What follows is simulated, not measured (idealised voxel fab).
This is a process module. Its name is voxel quadruple lines.
cross-section cut | 230 nm wide | cells 5 nm
A cross-section is a grid of square cells, given in bands from the top down. A band is one or more rows of cells.
Per band: top height and bottom height in nm, followed by the left-to-right materials and their widths in nm; "full width" marks a single material spanning edge to edge, "air" marks empty space.
For the purposes of this specification, 0 denotes the height below which the wafer in its as-received condition is composed wholly of one material, and the lowermost band, lacking a lower limit, extends downward without end, as expressed in "z 0 and below".
You'd read "30..40" like this: the band's top row of cells is as wide as the first number, its bottom row is as wide as the second, and going down, every row changes width by the same amount as the row before did.
"stayed the same" after a step means that no cell of the cross-section changed.
Closed-off voids of 8+ cells (no open route to the top) go in "Voids, fully enclosed", written width x height at distance from the left edge, in nm.
That trailing text on a step's line, after the settings, is the simulator's own remark on the step.
A step line may carry the setting "overlay nm", which, for steps involving a mask, states the distance by which the mask lay to the right of its intended position; negative values denote displacement to the left.
Planned process steps:
1 RECEIVE: material Si
2 CONFORMAL_DEP: material Al2O3, thk nm 10
3 DIRECTIONAL_DEP: material W, thk nm 15
4 DIRECTIONAL_DEP: material polySi, thk nm 20
5 DIRECTIONAL_DEP: material aC, thk nm 20
6 PATTERN: tone cover, mask id MANDREL, material resist, width nm 35, pitch nm 100, thk nm 30, overlay nm 0
7 DIRECTIONAL_ETCH: etch materials aC, depth nm 20
8 STRIP: etch materials resist
9 CONFORMAL_DEP: material SiO2, thk nm 15
10 DIRECTIONAL_ETCH: etch materials SiO2, depth nm 15
11 STRIP: etch materials aC
12 DIRECTIONAL_ETCH: etch materials polySi, depth nm 20
13 STRIP: etch materials SiO2
14 CONFORMAL_DEP: material SiCN, thk nm 10
15 DIRECTIONAL_ETCH: etch materials SiCN, depth nm 10
16 STRIP: etch materials polySi
17 DIRECTIONAL_ETCH: etch materials W, depth nm 15
18 STRIP: etch materials SiCN
19 FILL_DEP: material lowk, thk nm 5
20 CMP: height nm 25
The first of the two wafers, which ran as planned:
Cross-sectional view of the wafer in its as-received condition, corresponding to the state after step 1:
	z 0 and below: Si full width
	Voids, fully enclosed: none
after step 2:
	z 10 to 0: Al2O3 full width
	Rest of section, below 0: as before.
after step 3:
	z 25 to 10: W full width
	Rest of section, below 10: as before.
after step 4:
	z 45 to 25: polySi full width
	Rest of section, below 25: as before.
after step 5:
	z 65 to 45: aC full width
	Rest of section, below 45: as before.
after step 6:
	z 95 to 65: air 45 | resist 35 | air 65 | resist 35 | air 50
	Rest of section, below 65: as before.
after step 7:
	z 75 to 65: air 45 | resist 35 | air 65 | resist 35 | air 50
	z 65 to 45: air 45 | aC 35 | air 65 | aC 35 | air 50
	Rest of section, below 45: as before.
after step 8:
	z 65 to 45: air 45 | aC 35 | air 65 | aC 35 | air 50
	Rest of section, below 45: as before.
after step 9:
	z 80 to 65: air 30 | SiO2 65 | air 35 | SiO2 65 | air 35
	z 65 to 60: air 30 | SiO2 15 | aC 35 | SiO2 15 | air 35 | SiO2 15 | aC 35 | SiO2 15 | air 35
	z 60 to 45: SiO2 45 | aC 35 | SiO2 65 | aC 35 | SiO2 50
	Rest of section, below 45: as before.
after step 10:
	z 65 to 45: air 30 | SiO2 15 | aC 35 | SiO2 15 | air 35 | SiO2 15 | aC 35 | SiO2 15 | air 35
	Rest of section, below 45: as before.
after step 11:
	z 65 to 45: air 30 | SiO2 15 | air 35 | SiO2 15 | air 35 | SiO2 15 | air 35 | SiO2 15 | air 35
	Rest of section, below 45: as before.
after step 12:
	z 65 to 45: air 30 | SiO2 15 | air 35 | SiO2 15 | air 35 | SiO2 15 | air 35 | SiO2 15 | air 35
	z 45 to 25: air 30 | polySi 15 | air 35 | polySi 15 | air 35 | polySi 15 | air 35 | polySi 15 | air 35
	Rest of section, below 25: as before.
after step 13:
	z 45 to 25: air 30 | polySi 15 | air 35 | polySi 15 | air 35 | polySi 15 | air 35 | polySi 15 | air 35
	Rest of section, below 25: as before.
after step 14:
	z 55 to 45: air 20 | SiCN 35 | air 15 | SiCN 35 | air 15 | SiCN 35 | air 15 | SiCN 35 | air 25
	z 45 to 35: air 20 | SiCN 10 | polySi 15 | SiCN 10 | air 15 | SiCN 10 | polySi 15 | SiCN 10 | air 15 | SiCN 10 | polySi 15 | SiCN 10 | air 15 | SiCN 10 | polySi 15 | SiCN 10 | air 25
	z 35 to 25: SiCN 30 | polySi 15 | SiCN 35 | polySi 15 | SiCN 35 | polySi 15 | SiCN 35 | polySi 15 | SiCN 35
	Rest of section, below 25: as before.
after step 15:
	z 45 to 25: air 20 | SiCN 10 | polySi 15 | SiCN 10 | air 15 | SiCN 10 | polySi 15 | SiCN 10 | air 15 | SiCN 10 | polySi 15 | SiCN 10 | air 15 | SiCN 10 | polySi 15 | SiCN 10 | air 25
	Rest of section, below 25: as before.
after step 16:
	z 45 to 25: air 20 | SiCN 10 | air 15 | SiCN 10 | air 15 | SiCN 10 | air 15 | SiCN 10 | air 15 | SiCN 10 | air 15 | SiCN 10 | air 15 | SiCN 10 | air 15 | SiCN 10 | air 25
	Rest of section, below 25: as before.
after step 17:
	z 45 to 25: air 20 | SiCN 10 | air 15 | SiCN 10 | air 15 | SiCN 10 | air 15 | SiCN 10 | air 15 | SiCN 10 | air 15 | SiCN 10 | air 15 | SiCN 10 | air 15 | SiCN 10 | air 25
	z 25 to 10: air 20 | W 10 | air 15 | W 10 | air 15 | W 10 | air 15 | W 10 | air 15 | W 10 | air 15 | W 10 | air 15 | W 10 | air 15 | W 10 | air 25
	Rest of section, below 10: as before.
after step 18:
	z 25 to 10: air 20 | W 10 | air 15 | W 10 | air 15 | W 10 | air 15 | W 10 | air 15 | W 10 | air 15 | W 10 | air 15 | W 10 | air 15 | W 10 | air 25
	Rest of section, below 10: as before.
after step 19:
	z 30 to 25: lowk full width
	z 25 to 10: lowk 20 | W 10 | lowk 15 | W 10 | lowk 15 | W 10 | lowk 15 | W 10 | lowk 15 | W 10 | lowk 15 | W 10 | lowk 15 | W 10 | lowk 15 | W 10 | lowk 25
	Rest of section, below 10: as before.
after step 20:
	z 25 to 10: lowk 20 | W 10 | lowk 15 | W 10 | lowk 15 | W 10 | lowk 15 | W 10 | lowk 15 | W 10 | lowk 15 | W 10 | lowk 15 | W 10 | lowk 15 | W 10 | lowk 25
	Rest of section, below 10: as before.
Second wafer. Start and plan as for the first. One mistake made in running. Agrees with the first up to and including step 5:
Second wafer shown in cross-section at the time step 6 was slated to end:
	z 95 to 65: resist 45 | air 35 | resist 65 | air 35 | resist 50
	Rest of section, below 65: as before.
Second wafer shown in cross-section at the time step 7 was slated to end:
	z 75 to 65: resist 45 | air 35 | resist 65 | air 35 | resist 50
	z 65 to 45: aC 45 | air 35 | aC 65 | air 35 | aC 50
	Rest of section, below 45: as before.
Second wafer shown in cross-section at the time step 8 was slated to end:
	z 65 to 45: aC 45 | air 35 | aC 65 | air 35 | aC 50
	Rest of section, below 45: as before.
Second wafer shown in cross-section at the time step 9 was slated to end:
	z 80 to 65: SiO2 60 | air 5 | SiO2 95 | air 5 | SiO2 65
	z 65 to 60: aC 45 | SiO2 15 | air 5 | SiO2 15 | aC 65 | SiO2 15 | air 5 | SiO2 15 | aC 50
	z 60 to 45: aC 45 | SiO2 35 | aC 65 | SiO2 35 | aC 50
	Rest of section, below 45: as before.
Second wafer shown in cross-section at the time step 10 was slated to end:
	z 65 to 45: aC 45 | SiO2 15 | air 5 | SiO2 15 | aC 65 | SiO2 15 | air 5 | SiO2 15 | aC 50
	Rest of section, below 45: as before.
Second wafer shown in cross-section at the time step 11 was slated to end:
	z 65 to 45: air 45 | SiO2 15 | air 5 | SiO2 15 | air 65 | SiO2 15 | air 5 | SiO2 15 | air 50
	Rest of section, below 45: as before.
Second wafer shown in cross-section at the time step 12 was slated to end:
	z 65 to 45: air 45 | SiO2 15 | air 5 | SiO2 15 | air 65 | SiO2 15 | air 5 | SiO2 15 | air 50
	z 45 to 25: air 45 | polySi 15 | air 5 | polySi 15 | air 65 | polySi 15 | air 5 | polySi 15 | air 50
	Rest of section, below 25: as before.
Second wafer shown in cross-section at the time step 13 was slated to end:
	z 45 to 25: air 45 | polySi 15 | air 5 | polySi 15 | air 65 | polySi 15 | air 5 | polySi 15 | air 50
	Rest of section, below 25: as before.
Second wafer shown in cross-section at the time step 14 was slated to end:
	z 55 to 45: air 35 | SiCN 55 | air 45 | SiCN 55 | air 40
	z 45 to 35: air 35 | SiCN 10 | polySi 15 | SiCN 5 | polySi 15 | SiCN 10 | air 45 | SiCN 10 | polySi 15 | SiCN 5 | polySi 15 | SiCN 10 | air 40
	z 35 to 25: SiCN 45 | polySi 15 | SiCN 5 | polySi 15 | SiCN 65 | polySi 15 | SiCN 5 | polySi 15 | SiCN 50
	Rest of section, below 25: as before.
Second wafer shown in cross-section at the time step 15 was slated to end:
	z 45 to 25: air 35 | SiCN 10 | polySi 15 | SiCN 5 | polySi 15 | SiCN 10 | air 45 | SiCN 10 | polySi 15 | SiCN 5 | polySi 15 | SiCN 10 | air 40
	Rest of section, below 25: as before.
Second wafer shown in cross-section at the time step 16 was slated to end:
	z 45 to 25: air 35 | SiCN 10 | air 15 | SiCN 5 | air 15 | SiCN 10 | air 45 | SiCN 10 | air 15 | SiCN 5 | air 15 | SiCN 10 | air 40
	Rest of section, below 25: as before.
Second wafer shown in cross-section at the time step 17 was slated to end:
	z 45 to 25: air 35 | SiCN 10 | air 15 | SiCN 5 | air 15 | SiCN 10 | air 45 | SiCN 10 | air 15 | SiCN 5 | air 15 | SiCN 10 | air 40
	z 25 to 10: air 35 | W 10 | air 15 | W 5 | air 15 | W 10 | air 45 | W 10 | air 15 | W 5 | air 15 | W 10 | air 40
	Rest of section, below 10: as before.
Second wafer shown in cross-section at the time step 18 was slated to end:
	z 25 to 10: air 35 | W 10 | air 15 | W 5 | air 15 | W 10 | air 45 | W 10 | air 15 | W 5 | air 15 | W 10 | air 40
	Rest of section, below 10: as before.
Second wafer shown in cross-section at the time step 19 was slated to end:
	z 30 to 25: lowk full width
	z 25 to 10: lowk 35 | W 10 | lowk 15 | W 5 | lowk 15 | W 10 | lowk 45 | W 10 | lowk 15 | W 5 | lowk 15 | W 10 | lowk 40
	Rest of section, below 10: as before.
Second wafer shown in cross-section at the time step 20 was slated to end:
	z 25 to 10: lowk 35 | W 10 | lowk 15 | W 5 | lowk 15 | W 10 | lowk 45 | W 10 | lowk 15 | W 5 | lowk 15 | W 10 | lowk 40
	Rest of section, below 10: as before.
Want to know what went wrong? rather than as planned, step 6 actually ran as PATTERN: tone open, mask id MANDREL, material resist, width nm 35, pitch nm 100, thk nm 30, overlay nm 0
Once processing is complete, comparing cell counts shows that the second wafer has more or fewer of certain materials than the first: W -18, lowk +18
